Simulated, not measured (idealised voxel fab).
Process module in this document: voxel lift off
FYI the section here is cut, 255 nm wide, cells are 5 nm squares.
When this document writes out a cross-section, it uses a grid of square cells and lists it as bands, beginning at the top and moving down, with a band standing for one or more rows of cells. Top, bottom (nm), then materials left to right with widths (nm); lone material tagged "everywhere" fills the whole band edge to edge; "empty" = empty space. Height reference: 0 = level under which incoming wafer is all one material. Lowest band: no bottom, runs on downward, e.g. "0 down". Width: "30->40" (first number = top row, second number = bottom row, same change from row to row of cells). When a step is marked "nothing altered", none of the cells in the cross-section changed during that step. Empty spaces counting at least 8 cells and having no open way to the top are listed in "Tabulated closed voids". The notation width x height at distance is used for each, the distance being from the left edge and all three values in nm. Heads up: the bit after the settings on a step's line is the simulator's remark on that step. The "overlay nm" setting may appear on a step's line; for a step that uses a mask, it gives how far to the right of its planned position the mask lay, and a negative value indicates the left.

So here's the lineup of process steps we planned:
1. RECEIVE with material Si
2. CONFORMAL_DEP with material SiO2, thk nm 15
3. PATTERN with tone open, mask id LINES, material resist, width nm 20, pitch nm 50, thk nm 20, overlay nm 0
4. DIRECTIONAL_DEP with material Ru, thk nm 10
5. STRIP with etch materials resist
6. CONFORMAL_DEP with material SiO2, thk nm 5

Of two wafers, the first: run according to plan:

As received, after step 1:
    0 down: Si everywhere
    Tabulated closed voids: none

Step 2 done - wafer cross-section:
    15 to 0: SiO2 everywhere
    Note: structure below 0 unchanged.

Step 3 done - wafer cross-section:
    35 to 15: resist (40) / empty (20) / resist (30) / empty (20) / resist (30) / empty (20) / resist (30) / empty (20) / resist (45)
    Note: structure below 15 unchanged.

Step 4 done - wafer cross-section:
    45 to 35: Ru (40) / empty (20) / Ru (30) / empty (20) / Ru (30) / empty (20) / Ru (30) / empty (20) / Ru (45)
    35 to 25: resist (40) / empty (20) / resist (30) / empty (20) / resist (30) / empty (20) / resist (30) / empty (20) / resist (45)
    25 to 15: resist (40) / Ru (20) / resist (30) / Ru (20) / resist (30) / Ru (20) / resist (30) / Ru (20) / resist (45)
    Note: structure below 15 unchanged.

Step 5 done - wafer cross-section:
    25 to 15: empty (40) / Ru (20) / empty (30) / Ru (20) / empty (30) / Ru (20) / empty (30) / Ru (20) / empty (45)
    Note: structure below 15 unchanged.

Step 6 done - wafer cross-section:
    30 to 25: empty (35) / SiO2 (30) / empty (20) / SiO2 (30) / empty (20) / SiO2 (30) / empty (20) / SiO2 (30) / empty (40)
    25 to 20: empty (35) / SiO2 (5) / Ru (20) / SiO2 (5) / empty (20) / SiO2 (5) / Ru (20) / SiO2 (5) / empty (20) / SiO2 (5) / Ru (20) / SiO2 (5) / empty (20) / SiO2 (5) / Ru (20) / SiO2 (5) / empty (40)
    20 to 15: SiO2 (40) / Ru (20) / SiO2 (30) / Ru (20) / SiO2 (30) / Ru (20) / SiO2 (30) / Ru (20) / SiO2 (45)
    Note: structure below 15 unchanged.

Second of two: same start, same plan, one run error; steps up to and including 2 match the first:

At the planned end of step 3, the second wafer in cross-section:
    35 to 15: resist (45) / empty (15) / resist (35) / empty (15) / resist (35) / empty (15) / resist (35) / empty (15) / resist (45)
    Note: structure below 15 unchanged.

At the planned end of step 4, the second wafer in cross-section:
    45 to 35: Ru (45) / empty (15) / Ru (35) / empty (15) / Ru (35) / empty (15) / Ru (35) / empty (15) / Ru (45)
    35 to 25: resist (45) / empty (15) / resist (35) / empty (15) / resist (35) / empty (15) / resist (35) / empty (15) / resist (45)
    25 to 15: resist (45) / Ru (15) / resist (35) / Ru (15) / resist (35) / Ru (15) / resist (35) / Ru (15) / resist (45)
    Note: structure below 15 unchanged.

At the planned end of step 5, the second wafer in cross-section:
    25 to 15: empty (45) / Ru (15) / empty (35) / Ru (15) / empty (35) / Ru (15) / empty (35) / Ru (15) / empty (45)
    Note: structure below 15 unchanged.

At the planned end of step 6, the second wafer in cross-section:
    30 to 25: empty (40) / SiO2 (25) / empty (25) / SiO2 (25) / empty (25) / SiO2 (25) / empty (25) / SiO2 (25) / empty (40)
    25 to 20: empty (40) / SiO2 (5) / Ru (15) / SiO2 (5) / empty (25) / SiO2 (5) / Ru (15) / SiO2 (5) / empty (25) / SiO2 (5) / Ru (15) / SiO2 (5) / empty (25) / SiO2 (5) / Ru (15) / SiO2 (5) / empty (40)
    20 to 15: SiO2 (45) / Ru (15) / SiO2 (35) / Ru (15) / SiO2 (35) / Ru (15) / SiO2 (35) / Ru (15) / SiO2 (45)
    Note: structure below 15 unchanged.
Deviation noted in wafer processing: contrary to plan, step 3 was performed as PATTERN with tone open, mask id LINES, material resist, width nm 15, pitch nm 50, thk nm 20, overlay nm 0
Count the cells at the end and the second wafer has more or fewer of some materials than the first: -8 Ru
